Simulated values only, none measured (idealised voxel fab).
Process module name: voxel lift off
This is section cut - it's 165 nm across, gridded in 5 nm square cells.
Format of a cross-section: grid, square cells. Given as bands. Order: top down. Band: one or more rows of cells.
Quick guide to a band line: top height, bottom height (nm) up front; then every material left to right with its width in nm. Only one material and it's marked "everywhere"? Then it fills the band edge to edge. And "air" just means empty space.
Counting heights begins at 0, where everything beneath is, in the wafer as received, one material. The lowest band has no bottom; it goes on downwards, as "0..down" shows.
Width "30->40": first value at the band's top row of cells, second value at its bottom row, equal change from row to row.
Basically "everything unchanged" means that step didn't change any cell in the cross-section.
Voids not open to the top, 8 cells minimum: see "Closed cavity list". Written width x height at distance; distance is from the left edge; nm.
If you see something after the settings on a step's line, that's the simulator's own remark about that step.
For masked steps, "overlay nm" on the step line gives how far right of plan the mask actually lay; a minus sign means it lay to the left.
**The following list gives the planned process steps**
1,op RECEIVE | material Si
2,op CONFORMAL_DEP | material SiO2 | thk nm 15
3,op PATTERN | tone open | mask id LINES | material resist | width nm 20 | pitch nm 35 | thk nm 25 | overlay nm 0
4,op DIRECTIONAL_DEP | material Ru | thk nm 15
5,op STRIP | etch materials resist
6,op CONFORMAL_DEP | material SiN | thk nm 10
**Incoming wafer, cross-sectional view, post step 1**
  0..down = Si everywhere
  Closed cavity list: none
**Wafer cross-section at module end: first of two, run to plan**
  40..30 = air: 25, SiN: 110, air: 30
  30..25 = air: 25, SiN: 10, Ru: 20, SiN: 15, Ru: 20, SiN: 15, Ru: 20, SiN: 10, air: 30
  25..15 = SiN: 35, Ru: 20, SiN: 15, Ru: 20, SiN: 15, Ru: 20, SiN: 40
  15..0 = SiO2 everywhere
  0..down = Si everywhere
  Closed cavity list: none
**Module end: cross-section of wafer two of two. Same start and process plan as the first wafer. One mistake during execution**
  40..30 = air: 15, SiN: 110, air: 40
  30..25 = air: 15, SiN: 10, Ru: 20, SiN: 15, Ru: 20, SiN: 15, Ru: 20, SiN: 10, air: 40
  25..15 = SiN: 25, Ru: 20, SiN: 15, Ru: 20, SiN: 15, Ru: 20, SiN: 50
  15..0 = SiO2 everywhere
  0..down = Si everywhere
  Closed cavity list: none
Error vs. plan: planned and actual differ for step 3; actual: op PATTERN | tone open | mask id LINES | material resist | width nm 20 | pitch nm 35 | thk nm 25 | overlay nm -10
At the end, the second wafer has the same number of cells of each material as the first, but those cells sit in other places.
